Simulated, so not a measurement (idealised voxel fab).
Process module under the name voxel wiring stack
We display cut, a cross-section 160 nm in width whose square cells are each 5 nm.
Cross-section format: a grid of square cells, given as bands from top to bottom; each band is one or more rows of cells. It is stipulated that each band's entry specify, in nanometres, the height of the top of the band and then that of its bottom, followed by the materials of the band in left-to-right sequence, each together with its width in nanometres. A single material marked by the word "full width" is understood to fill the band from edge to edge; the word "air" is understood to denote empty space. The level at which height equals 0 is the one under which the wafer, as it arrives, is entirely one material. No lower edge exists for the bottom band, which continues downward and is notated as in "0 down". With a width like "30->40", each row of cells in the band differs from the next by the same amount, the top row carrying the first number and the bottom row the second. The cross-section has no changed cell in any step marked "all unchanged". This entry, "Enclosed void list", enumerates those empty regions of no fewer than 8 cells that possess no open connection to the top. Each region is reported in the form width x height at distance, the distance being taken from the left edge, with all three quantities expressed in nm. If you see something after the settings on a step's line, that's the simulator's own remark about that step. When a step includes a mask, the "overlay nm" setting on its line states how far to the right of its planned place that mask lay, and negative values state how far to the left.
[These are the steps we planned for the process]
step 1: RECEIVE, material Si
step 2: CONFORMAL_DEP, material SiO2, thk nm 10
step 3: DIRECTIONAL_DEP, material TiN, thk nm 5
step 4: DIRECTIONAL_DEP, material W, thk nm 15
step 5: PATTERN, tone cover, mask id METAL_1, material resist, width nm 20, pitch nm 35, thk nm 15, overlay nm 0
step 6: DIRECTIONAL_ETCH, etch materials W, depth nm 15
step 7: DIRECTIONAL_ETCH, etch materials TiN, depth nm 5
step 8: STRIP, etch materials resist
step 9: CONFORMAL_DEP, material SiCN, thk nm 5
step 10: FILL_DEP, material lowk, thk nm 5
step 11: CMP, height nm 30
step 12: CONFORMAL_DEP, material SiCN, thk nm 5
step 13: DIRECTIONAL_DEP, material lowk, thk nm 35
step 14: DIRECTIONAL_DEP, material aC, thk nm 10
step 15: PATTERN, tone open, mask id METAL_2, material resist, width nm 20, pitch nm 35, thk nm 30, overlay nm 0
step 16: DIRECTIONAL_ETCH, etch materials aC, depth nm 10
step 17: STRIP, etch materials resist
step 18: DIRECTIONAL_ETCH, etch materials lowk, depth nm 20
step 19: STRIP, etch materials aC
step 20: DIRECTIONAL_DEP, material aC, thk nm 10
step 21: PATTERN, tone open, mask id METAL_2_HOLES, material resist, width nm 15, thk nm 30, overlay nm 0
step 22: DIRECTIONAL_ETCH, etch materials aC, depth nm 10
step 23: STRIP, etch materials resist
step 24: DIRECTIONAL_ETCH, etch materials lowk, depth nm 15
step 25: DIRECTIONAL_ETCH, etch materials SiCN, depth nm 5
step 26: STRIP, etch materials aC
step 27: CONFORMAL_DEP, material TiN, thk nm 5
step 28: FILL_DEP, material Cu, thk nm 10
step 29: CMP, height nm 70
step 30: CONFORMAL_DEP, material SiCN, thk nm 5
step 31: DIRECTIONAL_DEP, material SiO2, thk nm 25
step 32: DIRECTIONAL_DEP, material aC, thk nm 10
step 33: PATTERN, tone open, mask id METAL_3_HOLES, material resist, width nm 15, pitch nm 35, thk nm 30, overlay nm -15
step 34: DIRECTIONAL_ETCH, etch materials aC, depth nm 10
step 35: STRIP, etch materials resist
step 36: DIRECTIONAL_ETCH, etch materials SiO2, depth nm 25
step 37: STRIP, etch materials aC
step 38: PATTERN, tone open, mask id METAL_3, material resist, width nm 20, pitch nm 35, thk nm 15, overlay nm 0
step 39: DIRECTIONAL_ETCH, etch materials SiO2, depth nm 15
step 40: DIRECTIONAL_ETCH, etch materials SiCN, depth nm 5
step 41: STRIP, etch materials resist
step 42: CONFORMAL_DEP, material TiN, thk nm 5
step 43: FILL_DEP, material Ru, thk nm 5
step 44: CMP, height nm 100
step 45: CONFORMAL_DEP, material SiCN, thk nm 5
All wafers enter the flow in the same state. The overlay nm at step 33 differs from wafer to wafer, and the plan gives the value for the first wafer.
[So this is the first of several wafers, cross-sectioned as it came to us, meaning it's at the end of step 1]
	0 down | Si full width
	Enclosed void list: none
[Rows = wafers. At module end, each row lists per material the cells gained (+) or lost (-) since the wafer was received, then the closed voids]
overlay nm -15 | +16 Cu | +28 Ru | +129 SiCN | +170 SiO2 | +62 TiN | +24 W | +243 lowk | Enclosed void list: none
overlay nm -10 | +16 Cu | +20 Ru | +127 SiCN | +176 SiO2 | +66 TiN | +24 W | +243 lowk | Enclosed void list: none
overlay nm -5 | +16 Cu | +16 Ru | +125 SiCN | +182 SiO2 | +66 TiN | +24 W | +243 lowk | Enclosed void list: none
overlay nm 0 | +16 Cu | +14 Ru | +123 SiCN | +188 SiO2 | +64 TiN | +24 W | +243 lowk | Enclosed void list: none
overlay nm 5 | +16 Cu | +14 Ru | +123 SiCN | +188 SiO2 | +64 TiN | +24 W | +243 lowk | Enclosed void list: none
overlay nm 10 | +16 Cu | +16 Ru | +125 SiCN | +182 SiO2 | +66 TiN | +24 W | +243 lowk | Enclosed void list: none
overlay nm 15 | +16 Cu | +20 Ru | +127 SiCN | +176 SiO2 | +66 TiN | +24 W | +243 lowk | Enclosed void list: none
